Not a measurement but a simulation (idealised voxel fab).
This is a process module. Its name is voxel capacitor over wiring.
The figure presents cross-section cut, which has a width of 200 nm and is divided into square cells with an edge length of 5 nm.
Cross-section = grid of square cells, listed top down in bands; band = one or more rows.
Within each band entry, the heights of the top and of the bottom of the band appear first, in that order and in nm; the materials of the band then follow from left to right, each with its corresponding width in nm. The designation "everywhere" on a single material indicates that it fills the band from edge to edge; the designation "empty" indicates empty space.
Heights from 0 (as-received wafer is one material below). Bottom band endless downward, as "top 0, no bottom".
Read "30->40" as a graded width: first number on top, second number at the bottom, same change between each pair of neighbouring rows.
"nothing different", as given for a step, is the statement that not any cell of the cross-section underwent a change during that step.
What "Voids lacking openings" gives you is every empty space of 8 cells or more that is cut off from the top. Each appears as width x height at distance, with the distance taken from the left edge and width, height and distance all in nm.
On each step's line, the part that comes after the settings is the simulator's own comment on the step.
overlay nm: on a step with a mask, how far right of its planned place the mask lay; negative means left.

-- Listed below are the process steps as planned
1. op RECEIVE | material Si
2. op CONFORMAL_DEP | material SiO2 | thk nm 15
3. op DIRECTIONAL_DEP | material TiN | thk nm 5
4. op DIRECTIONAL_DEP | material Ru | thk nm 15
5. op PATTERN | tone cover | mask id METAL_1 | material resist | width nm 25 | pitch nm 85 | thk nm 15 | overlay nm 0
6. op DIRECTIONAL_ETCH | etch materials Ru | depth nm 15
7. op DIRECTIONAL_ETCH | etch materials TiN | depth nm 5
8. op STRIP | etch materials resist
9. op FILL_DEP | material lowk | thk nm 5
10. op CMP | height nm 35
11. op CONFORMAL_DEP | material SiCN | thk nm 5
12. op DIRECTIONAL_DEP | material SiO2 | thk nm 10
13. op MASKED_ETCH | tone open | mask id PLUG_1 | width nm 15 | etch materials SiO2 | depth nm 10 | overlay nm 0
14. op MASKED_ETCH | tone open | mask id PLUG_1 | width nm 15 | etch materials SiCN | depth nm 5 | overlay nm 0
15. op CONFORMAL_DEP | material TiN | thk nm 5
16. op FILL_DEP | material W | thk nm 5
17. op CMP | height nm 50
18. op DIRECTIONAL_DEP | material TiN | thk nm 10
19. op DIRECTIONAL_DEP | material HfO2 | thk nm 5
20. op DIRECTIONAL_DEP | material TiN | thk nm 5
21. op DIRECTIONAL_DEP | material aC | thk nm 10
22. op PATTERN | tone cover | mask id UPPER_PLATE | material resist | width nm 65 | thk nm 30 | overlay nm 0
23. op DIRECTIONAL_ETCH | etch materials aC | depth nm 10
24. op STRIP | etch materials resist
25. op DIRECTIONAL_ETCH | etch materials TiN | depth nm 5
26. op DIRECTIONAL_ETCH | etch materials HfO2 | depth nm 5
27. op STRIP | etch materials aC
28. op MASKED_ETCH | tone cover | mask id LOWER_PLATE | width nm 75 | etch materials TiN | depth nm 10 | overlay nm -15
29. op FILL_DEP | material SiO2 | thk nm 20
30. op CMP | height nm 85
31. op MASKED_ETCH | tone open | mask id PLUG_2 | width nm 15 | etch materials SiO2 | depth nm 15 | overlay nm 0
32. op CONFORMAL_DEP | material TiN | thk nm 5
33. op FILL_DEP | material Cu | thk nm 5
34. op CMP | height nm 85
35. op CONFORMAL_DEP | material SiN | thk nm 5
The plan shows the overlay nm of step 28 as the first wafer had it; this setting differs between the wafers, which start out alike.

-- Cross-section, first of several wafers, as delivered after step 1
- top 0, no bottom | Si everywhere
- Voids lacking openings: none

-- Below, a row for every wafer. Read it as the end-of-module picture: for each material the wafer shows its cells gained (+) or lost (-) since it was received, and then its closed voids
overlay nm -15, +2 Cu, +13 HfO2, +30 Ru, +37 SiCN, +40 SiN, +407 SiO2, +69 TiN, +2 W, +120 lowk, Voids lacking openings: none
overlay nm -10, +2 Cu, +13 HfO2, +30 Ru, +37 SiCN, +40 SiN, +408 SiO2, +68 TiN, +2 W, +120 lowk, Voids lacking openings: none
overlay nm -5, +2 Cu, +13 HfO2, +30 Ru, +37 SiCN, +40 SiN, +409 SiO2, +67 TiN, +2 W, +120 lowk, Voids lacking openings: none
overlay nm 0, +2 Cu, +13 HfO2, +30 Ru, +37 SiCN, +40 SiN, +409 SiO2, +67 TiN, +2 W, +120 lowk, Voids lacking openings: none
overlay nm 5, +2 Cu, +13 HfO2, +30 Ru, +37 SiCN, +40 SiN, +409 SiO2, +67 TiN, +2 W, +120 lowk, Voids lacking openings: none
overlay nm 10, +2 Cu, +13 HfO2, +30 Ru, +37 SiCN, +40 SiN, +408 SiO2, +68 TiN, +2 W, +120 lowk, Voids lacking openings: none
overlay nm 15, +2 Cu, +13 HfO2, +30 Ru, +37 SiCN, +40 SiN, +407 SiO2, +69 TiN, +2 W, +120 lowk, Voids lacking openings: none
